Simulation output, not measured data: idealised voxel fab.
process module | voxel air gaps
cross-section cut | 255 nm wide | cells 5 nm
A cross-section is a grid of square cells, given in bands from the top down. A band is one or more rows of cells.
Each band's line starts with the height of the band's top and of its bottom, in nm. Then come its materials from left to right, each with its width in nm. One material with "throughout" fills the band from edge to edge. "air" is empty space.
Height 0 is the level under which the wafer as received is all one material. The lowest band goes on downwards, as in "0 down".
A width such as "30 to 40" changes by the same amount from each row of cells to the next, from the band's top row to its bottom row.
"no change" after a step means that no cell of the cross-section changed.
closed voids: empty space of 8 cells or more with no open way to the top, each as width x height at its distance from the left edge, in nm
after a step's settings: what the simulator itself notes on the step
overlay nm, on a step with a mask: how far to the right of its planned place the mask lay; to the left if negative
plan
1 op RECEIVE | material Si
2 op CONFORMAL_DEP | material SiO2 | thk nm 15
3 op CONFORMAL_DEP | material SiCN | thk nm 5
4 op DIRECTIONAL_DEP | material lowk | thk nm 30
5 op MASKED_ETCH | tone open | mask id LINES | width nm 20 | pitch nm 45 | etch materials lowk | depth nm 30 | overlay nm 0
6 op CONFORMAL_DEP | material TiN | thk nm 5
7 op FILL_DEP | material W | thk nm 10
8 op CMP | height nm 50
9 op EPI | material Ru | thk nm 10
10 op SELECTIVE_ETCH | etch materials lowk | depth nm 40
11 op CONFORMAL_DEP | material SiCN | thk nm 5
as received, after step 1
  0 down: Si throughout
  closed voids: none
first wafer at the end, as planned
  65 to 60: air 55 | SiCN 140 | air 60
  60 to 50: air 55 | SiCN 5 | Ru 40 | SiCN 5 | Ru 40 | SiCN 5 | Ru 40 | SiCN 5 | air 60
  50 to 45: air 55 | SiCN 15 | TiN 5 | W 10 | TiN 5 | SiCN 25 | TiN 5 | W 10 | TiN 5 | SiCN 25 | TiN 5 | W 10 | TiN 5 | SiCN 15 | air 60
  45 to 25: air 65 | SiCN 5 | TiN 5 | W 10 | TiN 5 | SiCN 5 | air 15 | SiCN 5 | TiN 5 | W 10 | TiN 5 | SiCN 5 | air 15 | SiCN 5 | TiN 5 | W 10 | TiN 5 | SiCN 5 | air 70
  25 to 20: SiCN 70 | TiN 20 | SiCN 25 | TiN 20 | SiCN 25 | TiN 20 | SiCN 75
  20 to 15: SiCN throughout
  15 to 0: SiO2 throughout
  0 down: Si throughout
  closed voids: 15 x 20 at 95; 15 x 20 at 140
second wafer at the end: like start, like plan, one mistake
  65 to 60: air 55 | SiCN 140 | air 60
  60 to 50: air 55 | SiCN 5 | Ru 40 | SiCN 5 | Ru 40 | SiCN 5 | Ru 40 | SiCN 5 | air 60
  50 to 45: air 55 | SiCN 15 | TiN 5 | W 10 | TiN 5 | SiCN 25 | TiN 5 | W 10 | TiN 5 | SiCN 25 | TiN 5 | W 10 | TiN 5 | SiCN 15 | air 60
  45 to 25: air 65 | SiCN 5 | TiN 5 | W 10 | TiN 5 | SiCN 5 | air 15 | SiCN 5 | TiN 5 | W 10 | TiN 5 | SiCN 5 | air 15 | SiCN 5 | TiN 5 | W 10 | TiN 5 | SiCN 5 | air 70
  25 to 20: SiCN 70 | TiN 20 | SiCN 25 | TiN 20 | SiCN 25 | TiN 20 | SiCN 75
  20 to 15: SiCN throughout
  15 to 0: Ru throughout
  0 down: Si throughout
  closed voids: 15 x 20 at 95; 15 x 20 at 140
what went wrong: step 2 ran as: op CONFORMAL_DEP | material Ru | thk nm 15
at the end the second wafer has, in cells: 153 more of Ru | 153 fewer of SiO2
